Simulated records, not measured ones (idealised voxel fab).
Process module heading - voxel fin reveal
Section shown: cut. Width: 165 nm. Cell size: 5 nm, square.
For the purposes of this document, a cross-section shall be understood as a grid of square cells, specified as bands listed in top-to-bottom order, each band consisting of one or more rows of cells.
Heads up on the band format: heights come first, top then bottom, in nm. After that it's the materials left to right, each with its width in nm. A single material flagged "throughout" fills the whole band edge to edge, and "air" means there's empty space there.
Height reference: 0 = level under which incoming wafer is all one material. Lowest band: no bottom, runs on downward, e.g. "top 0, no bottom".
With a width like "30 to 40", each row of cells in the band differs from the next by the same amount, the top row carrying the first number and the bottom row the second.
Any step labelled "nothing was modified" changed none of the cells in the cross-section.
In the "Cavities, sealed" entry, you get each enclosed empty space of 8 cells or more, one with no open way to the top, written width x height at distance, distance from the left edge, in nm.
Past the settings on a step's line: simulator remark, on that step.
"overlay nm" answers the question of how far to the right of plan the mask lay on a step that has a mask, and when it is negative the answer is to the left.
# This section lists the process steps that were planned
1,RECEIVE, material Si
2,CONFORMAL_DEP, material SiN, thk nm 5
3,PATTERN, tone cover, mask id FINS, material resist, width nm 15, pitch nm 35, thk nm 20, overlay nm 0
4,DIRECTIONAL_ETCH, etch materials SiN, depth nm 10
5,DIRECTIONAL_ETCH, etch materials Si, depth nm 30
6,STRIP, etch materials resist
7,FILL_DEP, material SiO2, thk nm 10
8,CMP, height nm 10
9,SELECTIVE_ETCH, etch materials SiO2, depth nm 25
10,STRIP, etch materials SiN
Wafer-to-wafer difference: thk nm, step 2. Common start. Plan = first wafer's value.
# Here's the first of the wafers in cross-section, just as we got it, i.e. after step 1
- top 0, no bottom = Si throughout
- Cavities, sealed: none
# wafer rows; end of module; cells per material since receipt: (+) gained, (-) lost; then closed voids
thk nm 5; -162 Si; +81 SiO2; Cavities, sealed: none
thk nm 10; -162 Si; +81 SiO2; Cavities, sealed: none
thk nm 15; none of the cells in the cross-section differ from before; Cavities, sealed: none
thk nm 20; none of the cells in the cross-section differ from before; Cavities, sealed: none
thk nm 25; none of the cells in the cross-section differ from before; Cavities, sealed: none
